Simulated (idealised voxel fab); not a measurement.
The following is a process module called voxel capacitor over wiring.
For reference, the cross-section in this document is cut, with width 205 nm and square cells of 5 nm.
We lay out every cross-section as a grid of square cells and spell it out in bands from the top down, where one band means one or more rows of cells. Band entry format. Leading values: height of top, height of bottom, nm. Remainder: materials in left-to-right order, each with its width in nm. Special words: "full width" on a single material, which then fills the band edge to edge; "blank", empty space. Height reference: 0 = level under which incoming wafer is all one material. Lowest band: no bottom, runs on downward, e.g. "0 down". Note: "30..40" means the width goes from the first number (top row of the band) to the second number (bottom row) in equal steps per row of cells. "identical to before" for a step: no cell of the cross-section changed in that step. Each empty space that has no open way to the top and spans at least 8 cells appears under "Entrapped voids" as width x height at distance, the distance counted from the left edge, all in nm. Whatever follows a step's settings on its line is a remark the simulator itself makes about that step. Among the settings permitted on a step's line is "overlay nm"; applied to a step with a mask, it specifies the extent to which the mask lay to the right of its planned position, whereas a negative figure signifies a position to the left.

These are the steps we planned for the process:
1) RECEIVE, material Si
2) CONFORMAL_DEP, material SiO2, thk nm 15
3) CONFORMAL_DEP, material SiCN, thk nm 5
4) DIRECTIONAL_DEP, material lowk, thk nm 25
5) PATTERN, tone open, mask id METAL_1, material resist, width nm 30, pitch nm 80, thk nm 15, overlay nm 0
6) DIRECTIONAL_ETCH, etch materials lowk, depth nm 25
7) DIRECTIONAL_ETCH, etch materials SiCN, depth nm 5
8) STRIP, etch materials resist
9) CONFORMAL_DEP, material TiN, thk nm 5
10) FILL_DEP, material Cu, thk nm 10
11) CMP, height nm 45
12) CONFORMAL_DEP, material SiCN, thk nm 5
13) DIRECTIONAL_DEP, material SiO2, thk nm 15
14) MASKED_ETCH, tone open, mask id PLUG_1, width nm 15, etch materials SiO2, depth nm 15, overlay nm 0
15) MASKED_ETCH, tone open, mask id PLUG_1, width nm 15, etch materials SiCN, depth nm 5, overlay nm 0
16) EPI, material Ru, thk nm 10
17) EPI, material Ru, thk nm 10
18) DIRECTIONAL_DEP, material TiN, thk nm 5
19) DIRECTIONAL_DEP, material SiN, thk nm 5
20) DIRECTIONAL_DEP, material TiN, thk nm 10
21) DIRECTIONAL_DEP, material aC, thk nm 10
22) PATTERN, tone cover, mask id UPPER_PLATE, material resist, width nm 55, thk nm 25, overlay nm 0
23) DIRECTIONAL_ETCH, etch materials aC, depth nm 10
24) STRIP, etch materials resist
25) DIRECTIONAL_ETCH, etch materials TiN, depth nm 10
26) DIRECTIONAL_ETCH, etch materials SiN, depth nm 5
27) STRIP, etch materials aC
28) PATTERN, tone cover, mask id LOWER_PLATE, material resist, width nm 65, thk nm 20, overlay nm -15
29) DIRECTIONAL_ETCH, etch materials TiN, depth nm 5
30) STRIP, etch materials resist
31) FILL_DEP, material SiO2, thk nm 15
32) CMP, height nm 95
33) PATTERN, tone open, mask id PLUG_2, material resist, width nm 15, thk nm 15, overlay nm 0
34) DIRECTIONAL_ETCH, etch materials SiO2, depth nm 10
35) STRIP, etch materials resist
36) CONFORMAL_DEP, material TiN, thk nm 5
37) FILL_DEP, material Cu, thk nm 5
38) CMP, height nm 95
39) CONFORMAL_DEP, material SiN, thk nm 5
The wafers in this document start out alike and differ in the overlay nm applied at step 28; the plan shows the value used for the first wafer.

Cross-section: the first of several wafers in its as-received state, i.e. following step 1:
* 0 down  Si full width
* Entrapped voids: none

End-of-module cross-section, first of several wafers, after last step 39:
* 100 to 95  SiN full width
* 95 to 90  70 SiO2  5 TiN  5 Cu  5 TiN  120 SiO2
* 90 to 80  70..60 SiO2  15..45 TiN  120..100 SiO2
* 80 to 75  60 SiO2  55 TiN  90 SiO2
* 75 to 70  60 SiO2  55 SiN  90 SiO2
* 70 to 65  40 SiO2  75 TiN  90 SiO2
* 65 to 50  60 SiO2  15 Ru  130 SiO2
* 50 to 45  60 SiCN  15 Ru  130 SiCN
* 45 to 20  45 lowk  5 TiN  20 Cu  5 TiN  50 lowk  5 TiN  20 Cu  5 TiN  50 lowk
* 20 to 15  45 SiCN  30 TiN  50 SiCN  30 TiN  50 SiCN
* 15 to 0  SiO2 full width
* 0 down  Si full width
* Entrapped voids: none

Final wafer of several, shown in cross-section at the end of the module:
* 100 to 95  SiN full width
* 95 to 90  70 SiO2  5 TiN  5 Cu  5 TiN  120 SiO2
* 90 to 80  70 SiO2  15..45 TiN  120..90 SiO2
* 80 to 75  60 SiO2  55 TiN  90 SiO2
* 75 to 70  60 SiO2  55 SiN  90 SiO2
* 70 to 65  60 SiO2  75 TiN  70 SiO2
* 65 to 50  60 SiO2  15 Ru  130 SiO2
* 50 to 45  60 SiCN  15 Ru  130 SiCN
* 45 to 20  45 lowk  5 TiN  20 Cu  5 TiN  50 lowk  5 TiN  20 Cu  5 TiN  50 lowk
* 20 to 15  45 SiCN  30 TiN  50 SiCN  30 TiN  50 SiCN
* 15 to 0  SiO2 full width
* 0 down  Si full width
* Entrapped voids: none

For your reference, the table is organized with a row per wafer; each row reflects the wafer at the end of the module, indicating for each material the cells gained (+) or lost (-) since receipt, and thereafter its closed voids:
overlay nm -15; +41 Cu; +12 Ru; +67 SiCN; +52 SiN; +431 SiO2; +72 TiN; +145 lowk; Entrapped voids: none
overlay nm -10; +41 Cu; +12 Ru; +67 SiCN; +52 SiN; +431 SiO2; +72 TiN; +145 lowk; Entrapped voids: none
overlay nm -5; +41 Cu; +12 Ru; +67 SiCN; +52 SiN; +431 SiO2; +72 TiN; +145 lowk; Entrapped voids: none
overlay nm 0; +41 Cu; +12 Ru; +67 SiCN; +52 SiN; +431 SiO2; +72 TiN; +145 lowk; Entrapped voids: none
overlay nm 5; +41 Cu; +12 Ru; +67 SiCN; +52 SiN; +431 SiO2; +72 TiN; +145 lowk; Entrapped voids: none
overlay nm 10; +41 Cu; +12 Ru; +67 SiCN; +52 SiN; +431 SiO2; +72 TiN; +145 lowk; Entrapped voids: none
overlay nm 15; +41 Cu; +12 Ru; +67 SiCN; +52 SiN; +431 SiO2; +72 TiN; +145 lowk; Entrapped voids: none
